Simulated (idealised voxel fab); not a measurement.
process module | voxel gate over fins
cross-section cut | 215 nm wide | cells 5 nm
A cross-section is a grid of square cells, given in bands from the top down. A band is one or more rows of cells.
Each band's line starts with the height of the band's top and of its bottom, in nm. Then come its materials from left to right, each with its width in nm. One material with "throughout" fills the band from edge to edge. "air" is empty space.
Height 0 is the level under which the wafer as received is all one material. The lowest band goes on downwards, as in "0 down".
A width such as "30 to 40" changes by the same amount from each row of cells to the next, from the band's top row to its bottom row.
"no change" after a step means that no cell of the cross-section changed.
closed voids: empty space of 8 cells or more with no open way to the top, each as width x height at its distance from the left edge, in nm
after a step's settings: what the simulator itself notes on the step
overlay nm, on a step with a mask: how far to the right of its planned place the mask lay; to the left if negative
plan
1 op RECEIVE | material Si
2 op CONFORMAL_DEP | material SiN | thk nm 10
3 op PATTERN | tone cover | mask id FINS | material resist | width nm 15 | pitch nm 40 | thk nm 15 | overlay nm 0
4 op DIRECTIONAL_ETCH | etch materials SiN | depth nm 10
5 op DIRECTIONAL_ETCH | etch materials Si | depth nm 40
6 op STRIP | etch materials resist
7 op FILL_DEP | material SiO2 | thk nm 15
8 op CMP | height nm 10
9 op SELECTIVE_ETCH | etch materials SiO2 | depth nm 20
10 op STRIP | etch materials SiN
11 op CONFORMAL_DEP | material HfO2 | thk nm 5
12 op CONFORMAL_DEP | material TiN | thk nm 5
13 op CONFORMAL_DEP | material TiAl | thk nm 5
14 op CONFORMAL_DEP | material TiN | thk nm 5
15 op FILL_DEP | material W | thk nm 15
16 op CMP | height nm 30
17 op CONFORMAL_DEP | material SiN | thk nm 10
first wafer, as planned
as received, after step 1
  0 down: Si throughout
  closed voids: none
after step 2
  10 to 0: SiN throughout
  below 0: unchanged
after step 3
  25 to 10: air 40 | resist 15 | air 25 | resist 15 | air 25 | resist 15 | air 25 | resist 15 | air 40
  below 10: unchanged
after step 4
  25 to 10: air 40 | resist 15 | air 25 | resist 15 | air 25 | resist 15 | air 25 | resist 15 | air 40
  10 to 0: air 40 | SiN 15 | air 25 | SiN 15 | air 25 | SiN 15 | air 25 | SiN 15 | air 40
  below 0: unchanged
after step 5
  25 to 10: air 40 | resist 15 | air 25 | resist 15 | air 25 | resist 15 | air 25 | resist 15 | air 40
  10 to 0: air 40 | SiN 15 | air 25 | SiN 15 | air 25 | SiN 15 | air 25 | SiN 15 | air 40
  0 to -40: air 40 | Si 15 | air 25 | Si 15 | air 25 | Si 15 | air 25 | Si 15 | air 40
  below -40: unchanged
after step 6
  10 to 0: air 40 | SiN 15 | air 25 | SiN 15 | air 25 | SiN 15 | air 25 | SiN 15 | air 40
  below 0: unchanged
after step 7
  25 to 10: SiO2 throughout
  10 to 0: SiO2 40 | SiN 15 | SiO2 25 | SiN 15 | SiO2 25 | SiN 15 | SiO2 25 | SiN 15 | SiO2 40
  0 to -40: SiO2 40 | Si 15 | SiO2 25 | Si 15 | SiO2 25 | Si 15 | SiO2 25 | Si 15 | SiO2 40
  below -40: unchanged
after step 8
  10 to 0: SiO2 40 | SiN 15 | SiO2 25 | SiN 15 | SiO2 25 | SiN 15 | SiO2 25 | SiN 15 | SiO2 40
  below 0: unchanged
after step 9
  10 to 0: air 40 | SiN 15 | air 25 | SiN 15 | air 25 | SiN 15 | air 25 | SiN 15 | air 40
  0 to -10: air 40 | Si 15 | air 25 | Si 15 | air 25 | Si 15 | air 25 | Si 15 | air 40
  below -10: unchanged
after step 10
  0 to -10: air 40 | Si 15 | air 25 | Si 15 | air 25 | Si 15 | air 25 | Si 15 | air 40
  below -10: unchanged
after step 11
  5 to 0: air 35 | HfO2 25 | air 15 | HfO2 25 | air 15 | HfO2 25 | air 15 | HfO2 25 | air 35
  0 to -5: air 35 | HfO2 5 | Si 15 | HfO2 5 | air 15 | HfO2 5 | Si 15 | HfO2 5 | air 15 | HfO2 5 | Si 15 | HfO2 5 | air 15 | HfO2 5 | Si 15 | HfO2 5 | air 35
  -5 to -10: HfO2 40 | Si 15 | HfO2 25 | Si 15 | HfO2 25 | Si 15 | HfO2 25 | Si 15 | HfO2 40
  below -10: unchanged
after step 12
  10 to 5: air 30 | TiN 35 | air 5 | TiN 35 | air 5 | TiN 35 | air 5 | TiN 35 | air 30
  5 to 0: air 30 | TiN 5 | HfO2 25 | TiN 5 | air 5 | TiN 5 | HfO2 25 | TiN 5 | air 5 | TiN 5 | HfO2 25 | TiN 5 | air 5 | TiN 5 | HfO2 25 | TiN 5 | air 30
  0 to -5: TiN 35 | HfO2 5 | Si 15 | HfO2 5 | TiN 15 | HfO2 5 | Si 15 | HfO2 5 | TiN 15 | HfO2 5 | Si 15 | HfO2 5 | TiN 15 | HfO2 5 | Si 15 | HfO2 5 | TiN 35
  below -5: unchanged
after step 13
  15 to 10: air 25 | TiAl 165 | air 25
  10 to 5: air 25 | TiAl 5 | TiN 35 | TiAl 5 | TiN 35 | TiAl 5 | TiN 35 | TiAl 5 | TiN 35 | TiAl 5 | air 25
  5 to 0: TiAl 30 | TiN 5 | HfO2 25 | TiN 5 | TiAl 5 | TiN 5 | HfO2 25 | TiN 5 | TiAl 5 | TiN 5 | HfO2 25 | TiN 5 | TiAl 5 | TiN 5 | HfO2 25 | TiN 5 | TiAl 30
  below 0: unchanged
after step 14
  20 to 15: air 20 | TiN 175 | air 20
  15 to 10: air 20 | TiN 5 | TiAl 165 | TiN 5 | air 20
  10 to 5: TiN 25 | TiAl 5 | TiN 35 | TiAl 5 | TiN 35 | TiAl 5 | TiN 35 | TiAl 5 | TiN 35 | TiAl 5 | TiN 25
  below 5: unchanged
after step 15
  35 to 20: W throughout
  20 to 15: W 20 | TiN 175 | W 20
  15 to 10: W 20 | TiN 5 | TiAl 165 | TiN 5 | W 20
  below 10: unchanged
after step 16
  30 to 20: W throughout
  below 20: unchanged
after step 17
  40 to 30: SiN throughout
  below 30: unchanged
second wafer: like start, like plan, one mistake. Through step 16 it matches the first wafer
when step 17 should have ended
  40 to 30: TiAl throughout
  below 30: unchanged
what went wrong: step 17 ran as: op CONFORMAL_DEP | material TiAl | thk nm 10
at the end the second wafer has, in cells: 86 fewer of SiN | 86 more of TiAl
